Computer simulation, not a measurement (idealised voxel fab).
The following is a process module called voxel double patterning.
Square cells of 5 nm make up the cross-section cut, whose width is 215 nm.
Heads up, the way a cross-section reads in here is a grid of square cells, handed over as bands from the top down, with every band being one or more rows of cells. This entry defines a band. It first specifies the height of the band's top and the height of its bottom in nm, and then specifies the band's materials from left to right, stating each material with its width in nm. The word "throughout" identifies a single material that fills the band from edge to edge, while the word "blank" identifies empty space. Height is counted from the level 0, under which the received wafer is composed throughout of one material. The lowest of the bands is not closed at the bottom but continues downward, in the notation "0 -> down". Per-row width for "30->40": begins at first number (top row of band), ends at second number (bottom row), increment between rows held constant. Key: "same as before" - step with no changed cell in the cross-section. In "Voids, sealed" the enclosed voids are listed, meaning empty spaces of 8 cells or larger without any opening to the top. The form is width x height at distance, distance from the left edge, units nm. If you see something after the settings on a step's line, that's the simulator's own remark about that step. overlay nm: how far to the right of its planned place the mask lay on this masked step (negative: to the left).
PROCESS STEPS - PLAN
1. RECEIVE | material Si
2. CONFORMAL_DEP | material SiO2 | thk nm 10
3. DIRECTIONAL_DEP | material polySi | thk nm 10
4. DIRECTIONAL_DEP | material SiCN | thk nm 5
5. PATTERN | tone open | mask id FIRST | material resist | width nm 15 | pitch nm 50 | thk nm 15 | overlay nm 0
6. DIRECTIONAL_ETCH | etch materials SiCN | depth nm 5
7. STRIP | etch materials resist
8. PATTERN | tone open | mask id SECOND | material resist | width nm 15 | thk nm 20 | overlay nm 0
9. DIRECTIONAL_ETCH | etch materials SiCN | depth nm 5
10. STRIP | etch materials resist
11. DIRECTIONAL_ETCH | etch materials polySi | depth nm 10
12. STRIP | etch materials SiCN
FIRST WAFER, TWO IN TOTAL, RUN AS PLANNED
CROSS-SECTIONAL VIEW OF THE WAFER IN ITS AS-RECEIVED CONDITION, CORRESPONDING TO THE STATE AFTER STEP 1
> 0 -> down  Si throughout
> Voids, sealed: none
STEP 2 COMPLETE: CROSS-SECTION THROUGH THE WAFER
> 10 -> 0  SiO2 throughout
> Rest of section, below 0: as before.
STEP 3 COMPLETE: CROSS-SECTION THROUGH THE WAFER
> 20 -> 10  polySi throughout
> Rest of section, below 10: as before.
STEP 4 COMPLETE: CROSS-SECTION THROUGH THE WAFER
> 25 -> 20  SiCN throughout
> Rest of section, below 20: as before.
STEP 5 COMPLETE: CROSS-SECTION THROUGH THE WAFER
> 40 -> 25  75 of resist / 15 of blank / 35 of resist / 15 of blank / 75 of resist
> Rest of section, below 25: as before.
STEP 6 COMPLETE: CROSS-SECTION THROUGH THE WAFER
> 40 -> 25  75 of resist / 15 of blank / 35 of resist / 15 of blank / 75 of resist
> 25 -> 20  75 of SiCN / 15 of blank / 35 of SiCN / 15 of blank / 75 of SiCN
> Rest of section, below 20: as before.
STEP 7 COMPLETE: CROSS-SECTION THROUGH THE WAFER
> 25 -> 20  75 of SiCN / 15 of blank / 35 of SiCN / 15 of blank / 75 of SiCN
> Rest of section, below 20: as before.
STEP 8 COMPLETE: CROSS-SECTION THROUGH THE WAFER
> 45 -> 25  100 of resist / 15 of blank / 100 of resist
> 25 -> 20  75 of SiCN / 15 of resist / 35 of SiCN / 15 of resist / 75 of SiCN
> Rest of section, below 20: as before.
STEP 9 COMPLETE: CROSS-SECTION THROUGH THE WAFER
> 45 -> 25  100 of resist / 15 of blank / 100 of resist
> 25 -> 20  75 of SiCN / 15 of resist / 10 of SiCN / 15 of blank / 10 of SiCN / 15 of resist / 75 of SiCN
> Rest of section, below 20: as before.
STEP 10 COMPLETE: CROSS-SECTION THROUGH THE WAFER
> 25 -> 20  75 of SiCN / 15 of blank / 10 of SiCN / 15 of blank / 10 of SiCN / 15 of blank / 75 of SiCN
> Rest of section, below 20: as before.
STEP 11 COMPLETE: CROSS-SECTION THROUGH THE WAFER
> 25 -> 20  75 of SiCN / 15 of blank / 10 of SiCN / 15 of blank / 10 of SiCN / 15 of blank / 75 of SiCN
> 20 -> 10  75 of polySi / 15 of blank / 10 of polySi / 15 of blank / 10 of polySi / 15 of blank / 75 of polySi
> Rest of section, below 10: as before.
STEP 12 COMPLETE: CROSS-SECTION THROUGH THE WAFER
> 20 -> 10  75 of polySi / 15 of blank / 10 of polySi / 15 of blank / 10 of polySi / 15 of blank / 75 of polySi
> Rest of section, below 10: as before.
SECOND WAFER - SHARED START AND PLAN WITH THE FIRST - ONE ERROR IN RUNNING - SAME AS THE FIRST UP TO STEP 11 INCLUSIVE
Here is the second wafer in cross-section at the point where step 12 of the plan should have been done: same as before
Deviation noted in wafer processing: step 12 in the plan did not get run; it was skipped
Final tally in cells, some materials are higher or lower on the second wafer than on the first: +34 SiCN
